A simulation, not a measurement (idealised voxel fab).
Process module in this document: voxel self aligned contacts
Cross-section cut spans 295 nm and uses square cells 5 nm in size.
If you're reading a cross-section in this doc, picture square cells in a grid; it comes to you as bands, top ones listed first down to the bottom, and a band can be one or more rows of cells.
Per band: top height and bottom height in nm, followed by the left-to-right materials and their widths in nm; "full width" marks a single material spanning edge to edge, "blank" marks empty space.
Note: height 0 marks the level under which the wafer is uniformly one material as received. Lowest band unbounded below, written "0 down".
Think of "30 to 40" as a width that walks from the first number to the second as you go down the band, top row to bottom row, taking equal-sized steps from row to row.
Basically "remained unchanged" means that step didn't change any cell in the cross-section.
Each empty space that has no open way to the top and spans at least 8 cells appears under "Trapped cavities" as width x height at distance, the distance counted from the left edge, all in nm.
Step line, after settings: the simulator's comment on this step.
"overlay nm" denotes, for a step that has a mask, the displacement of the mask to the right of its planned place, with negative values corresponding to the left.
**plan**
1,op RECEIVE | material Si
2,op CONFORMAL_DEP | material SiO2 | thk nm 5
3,op DIRECTIONAL_DEP | material polySi | thk nm 20
4,op DIRECTIONAL_DEP | material SiN | thk nm 20
5,op DIRECTIONAL_DEP | material aC | thk nm 10
6,op PATTERN | tone cover | mask id GATE | material resist | width nm 30 | pitch nm 75 | thk nm 25 | overlay nm 0
7,op DIRECTIONAL_ETCH | etch materials aC | depth nm 10
8,op STRIP | etch materials resist
9,op DIRECTIONAL_ETCH | etch materials SiN | depth nm 20
10,op DIRECTIONAL_ETCH | etch materials polySi | depth nm 20
11,op STRIP | etch materials aC
12,op CONFORMAL_DEP | material SiN | thk nm 10
13,op DIRECTIONAL_ETCH | etch materials SiN | depth nm 10
14,op FILL_DEP | material SiO2 | thk nm 20
15,op CMP | height nm 55
16,op DIRECTIONAL_DEP | material aC | thk nm 15
17,op PATTERN | tone open | mask id CONTACT | material resist | width nm 55 | thk nm 30 | overlay nm 0
18,op DIRECTIONAL_ETCH | etch materials aC | depth nm 15
19,op STRIP | etch materials resist
20,op DIRECTIONAL_ETCH | etch materials SiO2 | depth nm 55
21,op STRIP | etch materials aC
22,op CONFORMAL_DEP | material TiN | thk nm 5
23,op FILL_DEP | material W | thk nm 5
24,op CMP | height nm 55
25,op CONFORMAL_DEP | material SiN | thk nm 5
**Wafer as received: cross-section following step 1**
    0 down: Si full width
    Trapped cavities: none
**Here's the cross-section of the first of our two wafers at the end of the module - it ran as planned**
    60 to 55: SiN full width
    55 to 45: SiO2=120  TiN=5 to 20  W=45 to 15  TiN=5 to 20  SiO2=120
    45 to 25: SiO2=85  SiN=50  TiN=5  W=15  TiN=5  SiN=50  SiO2=85
    25 to 5: SiO2=85  SiN=10  polySi=30  SiN=10  TiN=5  W=15  TiN=5  SiN=10  polySi=30  SiN=10  SiO2=85
    5 to 0: SiO2=135  TiN=25  SiO2=135
    0 down: Si full width
    Trapped cavities: none
**End of module, second wafer, cross-section. Started like the first, planned like the first, run with one mistake**
    60 to 55: SiN full width
    55 to 45: SiO2=125  TiN=5 to 15  W=40 to 15  TiN=5 to 20  SiO2=120
    45 to 25: SiO2=85  SiN=50  TiN=5  W=15  TiN=5  SiN=50  SiO2=85
    25 to 5: SiO2=85  SiN=10  polySi=30  SiN=10  TiN=5  W=15  TiN=5  SiN=10  polySi=30  SiN=10  SiO2=85
    5 to 0: SiO2=135  TiN=25  SiO2=135
    0 down: Si full width
    Trapped cavities: none
Error vs. plan: step 17 changed vs plan, executed as op PATTERN | tone open | mask id CONTACT | material resist | width nm 50 | thk nm 30 | overlay nm 0
Wrapping up, a cell-based count of both wafers puts the second over or under the first for these materials: +2 SiO2; -1 TiN; -1 W
